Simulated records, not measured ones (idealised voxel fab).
Presented below is a process module, voxel capacitor over wiring.
For reference, the cross-section in this document is cut, with width 240 nm and square cells of 5 nm.
How to read a cross-section here: the picture is a grid of square cells, written as bands going from the top down, and any band can span one or more rows of cells.
The band entry comprises the height of the band's top followed by the height of its bottom, expressed in nm, and subsequently the band's materials from left to right, each stated together with its width in nm. Where a single material is marked with the word "full width", that material fills the band from edge to edge. The word "air" represents empty space.
A quick word on heights: they are counted from 0, and under that level the wafer as it came to us is one material throughout. The lowest band is different from the rest in having no bottom; it simply continues downward, written as in "0 -> down".
Think of "30 to 40" as a width that walks from the first number to the second as you go down the band, top row to bottom row, taking equal-sized steps from row to row.
Reading "nothing different" for a step: not a cell of the cross-section changed in it.
Basically, "Trapped voids" tells you about the enclosed voids: empty spaces with no open way to the top, 8 cells or bigger, each written width x height at distance, where distance is from the left edge, all in nm.
If you see something after the settings on a step's line, that's the simulator's own remark about that step.
Regarding "overlay nm": on a step with a mask, it is the distance the mask lay to the right of its planned place; a negative value places it to the left.

HERE'S WHAT THE PLANNED PROCESS STEPS LOOK LIKE
- 1: RECEIVE | material Si
- 2: CONFORMAL_DEP | material SiO2 | thk nm 10
- 3: CONFORMAL_DEP | material SiCN | thk nm 5
- 4: DIRECTIONAL_DEP | material SiO2 | thk nm 20
- 5: DIRECTIONAL_DEP | material aC | thk nm 15
- 6: PATTERN | tone open | mask id METAL_1 | material resist | width nm 30 | pitch nm 90 | thk nm 30 | overlay nm 0
- 7: DIRECTIONAL_ETCH | etch materials aC | depth nm 15
- 8: STRIP | etch materials resist
- 9: DIRECTIONAL_ETCH | etch materials SiO2 | depth nm 20
- 10: DIRECTIONAL_ETCH | etch materials SiCN | depth nm 5
- 11: STRIP | etch materials aC
- 12: CONFORMAL_DEP | material TiN | thk nm 5
- 13: FILL_DEP | material Cu | thk nm 10
- 14: CMP | height nm 35
- 15: CONFORMAL_DEP | material SiCN | thk nm 5
- 16: DIRECTIONAL_DEP | material lowk | thk nm 20
- 17: DIRECTIONAL_DEP | material aC | thk nm 10
- 18: PATTERN | tone open | mask id PLUG_1 | material resist | width nm 15 | thk nm 30 | overlay nm 0
- 19: DIRECTIONAL_ETCH | etch materials aC | depth nm 10
- 20: STRIP | etch materials resist
- 21: DIRECTIONAL_ETCH | etch materials lowk | depth nm 20
- 22: DIRECTIONAL_ETCH | etch materials SiCN | depth nm 5
- 23: STRIP | etch materials aC
- 24: EPI | material Ru | thk nm 10
- 25: EPI | material Ru | thk nm 10
- 26: EPI | material Ru | thk nm 5
- 27: DIRECTIONAL_DEP | material TiN | thk nm 10
- 28: DIRECTIONAL_DEP | material HfO2 | thk nm 5
- 29: DIRECTIONAL_DEP | material TiN | thk nm 10
- 30: PATTERN | tone cover | mask id UPPER_PLATE | material resist | width nm 65 | thk nm 20 | overlay nm 0
- 31: DIRECTIONAL_ETCH | etch materials TiN | depth nm 10
- 32: DIRECTIONAL_ETCH | etch materials HfO2 | depth nm 5
- 33: STRIP | etch materials resist
- 34: DIRECTIONAL_DEP | material aC | thk nm 10
- 35: PATTERN | tone cover | mask id LOWER_PLATE | material resist | width nm 75 | thk nm 25 | overlay nm 0
- 36: DIRECTIONAL_ETCH | etch materials aC | depth nm 10
- 37: STRIP | etch materials resist
- 38: DIRECTIONAL_ETCH | etch materials TiN | depth nm 10
- 39: STRIP | etch materials aC
- 40: FILL_DEP | material SiO2 | thk nm 20
- 41: CMP | height nm 100
- 42: DIRECTIONAL_DEP | material aC | thk nm 10
- 43: PATTERN | tone open | mask id PLUG_2 | material resist | width nm 15 | thk nm 25 | overlay nm 0
- 44: DIRECTIONAL_ETCH | etch materials aC | depth nm 10
- 45: STRIP | etch materials resist
- 46: DIRECTIONAL_ETCH | etch materials SiO2 | depth nm 15
- 47: STRIP | etch materials aC
- 48: CONFORMAL_DEP | material TiN | thk nm 5
- 49: FILL_DEP | material Cu | thk nm 5
- 50: CMP | height nm 100
- 51: CONFORMAL_DEP | material SiCN | thk nm 5

CONCERNING THE FIRST OF TWO WAFERS, WHICH WAS RUN IN ACCORDANCE WITH THE PLAN

DELIVERED WAFER IN CROSS-SECTION: STATE AFTER STEP 1
  0 -> down: Si full width
  Trapped voids: none

TAKE A LOOK AT THE WAFER'S CROSS-SECTION AFTER STEP 2
  10 -> 0: SiO2 full width
  Lower than 0, everything is as it was.

TAKE A LOOK AT THE WAFER'S CROSS-SECTION AFTER STEP 3
  15 -> 10: SiCN full width
  Lower than 10, everything is as it was.

TAKE A LOOK AT THE WAFER'S CROSS-SECTION AFTER STEP 4
  35 -> 15: SiO2 full width
  Lower than 15, everything is as it was.

TAKE A LOOK AT THE WAFER'S CROSS-SECTION AFTER STEP 5
  50 -> 35: aC full width
  Lower than 35, everything is as it was.

TAKE A LOOK AT THE WAFER'S CROSS-SECTION AFTER STEP 6
  80 -> 50: resist 60 nm / air 30 nm / resist 60 nm / air 30 nm / resist 60 nm
  Lower than 50, everything is as it was.

TAKE A LOOK AT THE WAFER'S CROSS-SECTION AFTER STEP 7
  65 -> 50: resist 60 nm / air 30 nm / resist 60 nm / air 30 nm / resist 60 nm
  50 -> 35: aC 60 nm / air 30 nm / aC 60 nm / air 30 nm / aC 60 nm
  Lower than 35, everything is as it was.

TAKE A LOOK AT THE WAFER'S CROSS-SECTION AFTER STEP 8
  50 -> 35: aC 60 nm / air 30 nm / aC 60 nm / air 30 nm / aC 60 nm
  Lower than 35, everything is as it was.

TAKE A LOOK AT THE WAFER'S CROSS-SECTION AFTER STEP 9
  50 -> 35: aC 60 nm / air 30 nm / aC 60 nm / air 30 nm / aC 60 nm
  35 -> 15: SiO2 60 nm / air 30 nm / SiO2 60 nm / air 30 nm / SiO2 60 nm
  Lower than 15, everything is as it was.

TAKE A LOOK AT THE WAFER'S CROSS-SECTION AFTER STEP 10
  50 -> 35: aC 60 nm / air 30 nm / aC 60 nm / air 30 nm / aC 60 nm
  35 -> 15: SiO2 60 nm / air 30 nm / SiO2 60 nm / air 30 nm / SiO2 60 nm
  15 -> 10: SiCN 60 nm / air 30 nm / SiCN 60 nm / air 30 nm / SiCN 60 nm
  Lower than 10, everything is as it was.

TAKE A LOOK AT THE WAFER'S CROSS-SECTION AFTER STEP 11
  35 -> 15: SiO2 60 nm / air 30 nm / SiO2 60 nm / air 30 nm / SiO2 60 nm
  Lower than 15, everything is as it was.

TAKE A LOOK AT THE WAFER'S CROSS-SECTION AFTER STEP 12
  40 -> 35: TiN 65 nm / air 20 nm / TiN 70 nm / air 20 nm / TiN 65 nm
  35 -> 15: SiO2 60 nm / TiN 5 nm / air 20 nm / TiN 5 nm / SiO2 60 nm / TiN 5 nm / air 20 nm / TiN 5 nm / SiO2 60 nm
  15 -> 10: SiCN 60 nm / TiN 30 nm / SiCN 60 nm / TiN 30 nm / SiCN 60 nm
  Lower than 10, everything is as it was.

TAKE A LOOK AT THE WAFER'S CROSS-SECTION AFTER STEP 13
  50 -> 40: Cu full width
  40 -> 35: TiN 65 nm / Cu 20 nm / TiN 70 nm / Cu 20 nm / TiN 65 nm
  35 -> 15: SiO2 60 nm / TiN 5 nm / Cu 20 nm / TiN 5 nm / SiO2 60 nm / TiN 5 nm / Cu 20 nm / TiN 5 nm / SiO2 60 nm
  Lower than 15, everything is as it was.

TAKE A LOOK AT THE WAFER'S CROSS-SECTION AFTER STEP 14
  35 -> 15: SiO2 60 nm / TiN 5 nm / Cu 20 nm / TiN 5 nm / SiO2 60 nm / TiN 5 nm / Cu 20 nm / TiN 5 nm / SiO2 60 nm
  Lower than 15, everything is as it was.

TAKE A LOOK AT THE WAFER'S CROSS-SECTION AFTER STEP 15
  40 -> 35: SiCN full width
  Lower than 35, everything is as it was.

TAKE A LOOK AT THE WAFER'S CROSS-SECTION AFTER STEP 16
  60 -> 40: lowk full width
  Lower than 40, everything is as it was.

TAKE A LOOK AT THE WAFER'S CROSS-SECTION AFTER STEP 17
  70 -> 60: aC full width
  Lower than 60, everything is as it was.

TAKE A LOOK AT THE WAFER'S CROSS-SECTION AFTER STEP 18
  100 -> 70: resist 75 nm / air 15 nm / resist 150 nm
  Lower than 70, everything is as it was.

TAKE A LOOK AT THE WAFER'S CROSS-SECTION AFTER STEP 19
  90 -> 70: resist 75 nm / air 15 nm / resist 150 nm
  70 -> 60: aC 75 nm / air 15 nm / aC 150 nm
  Lower than 60, everything is as it was.

TAKE A LOOK AT THE WAFER'S CROSS-SECTION AFTER STEP 20
  70 -> 60: aC 75 nm / air 15 nm / aC 150 nm
  Lower than 60, everything is as it was.

TAKE A LOOK AT THE WAFER'S CROSS-SECTION AFTER STEP 21
  70 -> 60: aC 75 nm / air 15 nm / aC 150 nm
  60 -> 40: lowk 75 nm / air 15 nm / lowk 150 nm
  Lower than 40, everything is as it was.

TAKE A LOOK AT THE WAFER'S CROSS-SECTION AFTER STEP 22
  70 -> 60: aC 75 nm / air 15 nm / aC 150 nm
  60 -> 40: lowk 75 nm / air 15 nm / lowk 150 nm
  40 -> 35: SiCN 75 nm / air 15 nm / SiCN 150 nm
  Lower than 35, everything is as it was.

TAKE A LOOK AT THE WAFER'S CROSS-SECTION AFTER STEP 23
  60 -> 40: lowk 75 nm / air 15 nm / lowk 150 nm
  Lower than 40, everything is as it was.

TAKE A LOOK AT THE WAFER'S CROSS-SECTION AFTER STEP 24
  60 -> 45: lowk 75 nm / air 15 nm / lowk 150 nm
  45 -> 40: lowk 75 nm / Ru 15 nm / lowk 150 nm
  40 -> 35: SiCN 75 nm / Ru 15 nm / SiCN 150 nm
  Lower than 35, everything is as it was.

TAKE A LOOK AT THE WAFER'S CROSS-SECTION AFTER STEP 25
  60 -> 55: lowk 75 nm / air 15 nm / lowk 150 nm
  55 -> 40: lowk 75 nm / Ru 15 nm / lowk 150 nm
  Lower than 40, everything is as it was.

TAKE A LOOK AT THE WAFER'S CROSS-SECTION AFTER STEP 26
  60 -> 40: lowk 75 nm / Ru 15 nm / lowk 150 nm
  Lower than 40, everything is as it was.

TAKE A LOOK AT THE WAFER'S CROSS-SECTION AFTER STEP 27
  70 -> 60: TiN full width
  Lower than 60, everything is as it was.

TAKE A LOOK AT THE WAFER'S CROSS-SECTION AFTER STEP 28
  75 -> 70: HfO2 full width
  Lower than 70, everything is as it was.

TAKE A LOOK AT THE WAFER'S CROSS-SECTION AFTER STEP 29
  85 -> 75: TiN full width
  Lower than 75, everything is as it was.

TAKE A LOOK AT THE WAFER'S CROSS-SECTION AFTER STEP 30
  105 -> 85: air 75 nm / resist 65 nm / air 100 nm
  Lower than 85, everything is as it was.

TAKE A LOOK AT THE WAFER'S CROSS-SECTION AFTER STEP 31
  105 -> 85: air 75 nm / resist 65 nm / air 100 nm
  85 -> 75: air 75 nm / TiN 65 nm / air 100 nm
  Lower than 75, everything is as it was.

TAKE A LOOK AT THE WAFER'S CROSS-SECTION AFTER STEP 32
  105 -> 85: air 75 nm / resist 65 nm / air 100 nm
  85 -> 75: air 75 nm / TiN 65 nm / air 100 nm
  75 -> 70: air 75 nm / HfO2 65 nm / air 100 nm
  Lower than 70, everything is as it was.

TAKE A LOOK AT THE WAFER'S CROSS-SECTION AFTER STEP 33
  85 -> 75: air 75 nm / TiN 65 nm / air 100 nm
  Lower than 75, everything is as it was.

TAKE A LOOK AT THE WAFER'S CROSS-SECTION AFTER STEP 34
  95 -> 85: air 75 nm / aC 65 nm / air 100 nm
  85 -> 80: air 75 nm / TiN 65 nm / air 100 nm
  80 -> 75: aC 75 nm / TiN 65 nm / aC 100 nm
  75 -> 70: aC 75 nm / HfO2 65 nm / aC 100 nm
  Lower than 70, everything is as it was.

TAKE A LOOK AT THE WAFER'S CROSS-SECTION AFTER STEP 35
  120 -> 95: air 70 nm / resist 75 nm / air 95 nm
  95 -> 85: air 70 nm / resist 5 nm / aC 65 nm / resist 5 nm / air 95 nm
  85 -> 80: air 70 nm / resist 5 nm / TiN 65 nm / resist 5 nm / air 95 nm
  Lower than 80, everything is as it was.

TAKE A LOOK AT THE WAFER'S CROSS-SECTION AFTER STEP 36
  110 -> 95: air 70 nm / resist 75 nm / air 95 nm
  95 -> 85: air 70 nm / resist 5 nm / aC 65 nm / resist 5 nm / air 95 nm
  85 -> 80: air 70 nm / resist 5 nm / TiN 65 nm / resist 5 nm / air 95 nm
  80 -> 75: air 70 nm / aC 5 nm / TiN 65 nm / aC 5 nm / air 95 nm
  75 -> 70: air 70 nm / aC 5 nm / HfO2 65 nm / aC 5 nm / air 95 nm
  Lower than 70, everything is as it was.

TAKE A LOOK AT THE WAFER'S CROSS-SECTION AFTER STEP 37
  95 -> 85: air 75 nm / aC 65 nm / air 100 nm
  85 -> 80: air 75 nm / TiN 65 nm / air 100 nm
  Lower than 80, everything is as it was.

TAKE A LOOK AT THE WAFER'S CROSS-SECTION AFTER STEP 38
  95 -> 85: air 75 nm / aC 65 nm / air 100 nm
  85 -> 80: air 75 nm / TiN 65 nm / air 100 nm
  80 -> 75: air 70 nm / aC 5 nm / TiN 65 nm / aC 5 nm / air 95 nm
  75 -> 70: air 70 nm / aC 5 nm / HfO2 65 nm / aC 5 nm / air 95 nm
  70 -> 60: air 70 nm / TiN 75 nm / air 95 nm
  Lower than 60, everything is as it was.

TAKE A LOOK AT THE WAFER'S CROSS-SECTION AFTER STEP 39
  85 -> 75: air 75 nm / TiN 65 nm / air 100 nm
  75 -> 70: air 75 nm / HfO2 65 nm / air 100 nm
  Lower than 70, everything is as it was.

TAKE A LOOK AT THE WAFER'S CROSS-SECTION AFTER STEP 40
  105 -> 85: SiO2 full width
  85 -> 75: SiO2 75 nm / TiN 65 nm / SiO2 100 nm
  75 -> 70: SiO2 75 nm / HfO2 65 nm / SiO2 100 nm
  70 -> 60: SiO2 70 nm / TiN 75 nm / SiO2 95 nm
  Lower than 60, everything is as it was.

TAKE A LOOK AT THE WAFER'S CROSS-SECTION AFTER STEP 41
  100 -> 85: SiO2 full width
  Lower than 85, everything is as it was.

TAKE A LOOK AT THE WAFER'S CROSS-SECTION AFTER STEP 42
  110 -> 100: aC full width
  Lower than 100, everything is as it was.

TAKE A LOOK AT THE WAFER'S CROSS-SECTION AFTER STEP 43
  135 -> 110: resist 85 nm / air 15 nm / resist 140 nm
  Lower than 110, everything is as it was.

TAKE A LOOK AT THE WAFER'S CROSS-SECTION AFTER STEP 44
  125 -> 110: resist 85 nm / air 15 nm / resist 140 nm
  110 -> 100: aC 85 nm / air 15 nm / aC 140 nm
  Lower than 100, everything is as it was.

TAKE A LOOK AT THE WAFER'S CROSS-SECTION AFTER STEP 45
  110 -> 100: aC 85 nm / air 15 nm / aC 140 nm
  Lower than 100, everything is as it was.

TAKE A LOOK AT THE WAFER'S CROSS-SECTION AFTER STEP 46
  110 -> 100: aC 85 nm / air 15 nm / aC 140 nm
  100 -> 85: SiO2 85 nm / air 15 nm / SiO2 140 nm
  Lower than 85, everything is as it was.

TAKE A LOOK AT THE WAFER'S CROSS-SECTION AFTER STEP 47
  100 -> 85: SiO2 85 nm / air 15 nm / SiO2 140 nm
  Lower than 85, everything is as it was.

TAKE A LOOK AT THE WAFER'S CROSS-SECTION AFTER STEP 48
  105 -> 100: TiN 90 nm / air 5 nm / TiN 145 nm
  100 -> 90: SiO2 85 nm / TiN 5 nm / air 5 nm / TiN 5 nm / SiO2 140 nm
  90 -> 85: SiO2 85 nm / TiN 15 nm / SiO2 140 nm
  Lower than 85, everything is as it was.

TAKE A LOOK AT THE WAFER'S CROSS-SECTION AFTER STEP 49
  110 -> 105: Cu full width
  105 -> 100: TiN 90 nm / Cu 5 nm / TiN 145 nm
  100 -> 90: SiO2 85 nm / TiN 5 nm / Cu 5 nm / TiN 5 nm / SiO2 140 nm
  Lower than 90, everything is as it was.

TAKE A LOOK AT THE WAFER'S CROSS-SECTION AFTER STEP 50
  100 -> 90: SiO2 85 nm / TiN 5 nm / Cu 5 nm / TiN 5 nm / SiO2 140 nm
  Lower than 90, everything is as it was.

TAKE A LOOK AT THE WAFER'S CROSS-SECTION AFTER STEP 51
  105 -> 100: SiCN full width
  Lower than 100, everything is as it was.

HERE THE SECOND WAFER IS DESCRIBED. ITS START AND ITS PLAN WERE THOSE OF THE FIRST WAFER. ITS RUN CONTAINED ONE MISTAKE. UP TO AND INCLUDING STEP 29, IT DID EXACTLY WHAT THE FIRST WAFER DID

WHEN STEP 30 SHOULD HAVE ENDED
  105 -> 85: air 80 nm / resist 55 nm / air 105 nm
  Lower than 85, everything is as it was.

WHEN STEP 31 SHOULD HAVE ENDED
  105 -> 85: air 80 nm / resist 55 nm / air 105 nm
  85 -> 75: air 80 nm / TiN 55 nm / air 105 nm
  Lower than 75, everything is as it was.

WHEN STEP 32 SHOULD HAVE ENDED
  105 -> 85: air 80 nm / resist 55 nm / air 105 nm
  85 -> 75: air 80 nm / TiN 55 nm / air 105 nm
  75 -> 70: air 80 nm / HfO2 55 nm / air 105 nm
  Lower than 70, everything is as it was.

WHEN STEP 33 SHOULD HAVE ENDED
  85 -> 75: air 80 nm / TiN 55 nm / air 105 nm
  Lower than 75, everything is as it was.

WHEN STEP 34 SHOULD HAVE ENDED
  95 -> 85: air 80 nm / aC 55 nm / air 105 nm
  85 -> 80: air 80 nm / TiN 55 nm / air 105 nm
  80 -> 75: aC 80 nm / TiN 55 nm / aC 105 nm
  75 -> 70: aC 80 nm / HfO2 55 nm / aC 105 nm
  Lower than 70, everything is as it was.

WHEN STEP 35 SHOULD HAVE ENDED
  120 -> 95: air 70 nm / resist 75 nm / air 95 nm
  95 -> 85: air 70 nm / resist 10 nm / aC 55 nm / resist 10 nm / air 95 nm
  85 -> 80: air 70 nm / resist 10 nm / TiN 55 nm / resist 10 nm / air 95 nm
  Lower than 80, everything is as it was.

WHEN STEP 36 SHOULD HAVE ENDED
  110 -> 95: air 70 nm / resist 75 nm / air 95 nm
  95 -> 85: air 70 nm / resist 10 nm / aC 55 nm / resist 10 nm / air 95 nm
  85 -> 80: air 70 nm / resist 10 nm / TiN 55 nm / resist 10 nm / air 95 nm
  80 -> 75: air 70 nm / aC 10 nm / TiN 55 nm / aC 10 nm / air 95 nm
  75 -> 70: air 70 nm / aC 10 nm / HfO2 55 nm / aC 10 nm / air 95 nm
  Lower than 70, everything is as it was.

WHEN STEP 37 SHOULD HAVE ENDED
  95 -> 85: air 80 nm / aC 55 nm / air 105 nm
  85 -> 80: air 80 nm / TiN 55 nm / air 105 nm
  Lower than 80, everything is as it was.

WHEN STEP 38 SHOULD HAVE ENDED
  95 -> 85: air 80 nm / aC 55 nm / air 105 nm
  85 -> 80: air 80 nm / TiN 55 nm / air 105 nm
  80 -> 75: air 70 nm / aC 10 nm / TiN 55 nm / aC 10 nm / air 95 nm
  75 -> 70: air 70 nm / aC 10 nm / HfO2 55 nm / aC 10 nm / air 95 nm
  70 -> 60: air 70 nm / TiN 75 nm / air 95 nm
  Lower than 60, everything is as it was.

WHEN STEP 39 SHOULD HAVE ENDED
  85 -> 75: air 80 nm / TiN 55 nm / air 105 nm
  75 -> 70: air 80 nm / HfO2 55 nm / air 105 nm
  Lower than 70, everything is as it was.

WHEN STEP 40 SHOULD HAVE ENDED
  105 -> 85: SiO2 full width
  85 -> 75: SiO2 80 nm / TiN 55 nm / SiO2 105 nm
  75 -> 70: SiO2 80 nm / HfO2 55 nm / SiO2 105 nm
  70 -> 60: SiO2 70 nm / TiN 75 nm / SiO2 95 nm
  Lower than 60, everything is as it was.

WHEN STEP 41 SHOULD HAVE ENDED
  100 -> 85: SiO2 full width
  Lower than 85, everything is as it was.

WHEN STEP 42 SHOULD HAVE ENDED
  110 -> 100: aC full width
  Lower than 100, everything is as it was.

WHEN STEP 43 SHOULD HAVE ENDED
  135 -> 110: resist 85 nm / air 15 nm / resist 140 nm
  Lower than 110, everything is as it was.

WHEN STEP 44 SHOULD HAVE ENDED
  125 -> 110: resist 85 nm / air 15 nm / resist 140 nm
  110 -> 100: aC 85 nm / air 15 nm / aC 140 nm
  Lower than 100, everything is as it was.

WHEN STEP 45 SHOULD HAVE ENDED
  110 -> 100: aC 85 nm / air 15 nm / aC 140 nm
  Lower than 100, everything is as it was.

WHEN STEP 46 SHOULD HAVE ENDED
  110 -> 100: aC 85 nm / air 15 nm / aC 140 nm
  100 -> 85: SiO2 85 nm / air 15 nm / SiO2 140 nm
  Lower than 85, everything is as it was.

WHEN STEP 47 SHOULD HAVE ENDED
  100 -> 85: SiO2 85 nm / air 15 nm / SiO2 140 nm
  Lower than 85, everything is as it was.

WHEN STEP 48 SHOULD HAVE ENDED
  105 -> 100: TiN 90 nm / air 5 nm / TiN 145 nm
  100 -> 90: SiO2 85 nm / TiN 5 nm / air 5 nm / TiN 5 nm / SiO2 140 nm
  90 -> 85: SiO2 85 nm / TiN 15 nm / SiO2 140 nm
  Lower than 85, everything is as it was.

WHEN STEP 49 SHOULD HAVE ENDED
  110 -> 105: Cu full width
  105 -> 100: TiN 90 nm / Cu 5 nm / TiN 145 nm
  100 -> 90: SiO2 85 nm / TiN 5 nm / Cu 5 nm / TiN 5 nm / SiO2 140 nm
  Lower than 90, everything is as it was.

WHEN STEP 50 SHOULD HAVE ENDED
  100 -> 90: SiO2 85 nm / TiN 5 nm / Cu 5 nm / TiN 5 nm / SiO2 140 nm
  Lower than 90, everything is as it was.

WHEN STEP 51 SHOULD HAVE ENDED
  105 -> 100: SiCN full width
  Lower than 100, everything is as it was.
Which mistake was made when the wafer was run? so step 30 ended up running with a different setting than we planned, it ran as PATTERN | tone cover | mask id UPPER_PLATE | material resist | width nm 55 | thk nm 20 | overlay nm 0
Counted in cells at the end, the second wafer holds more or fewer of these materials than the first: HfO2 -2, SiO2 +6, TiN -4
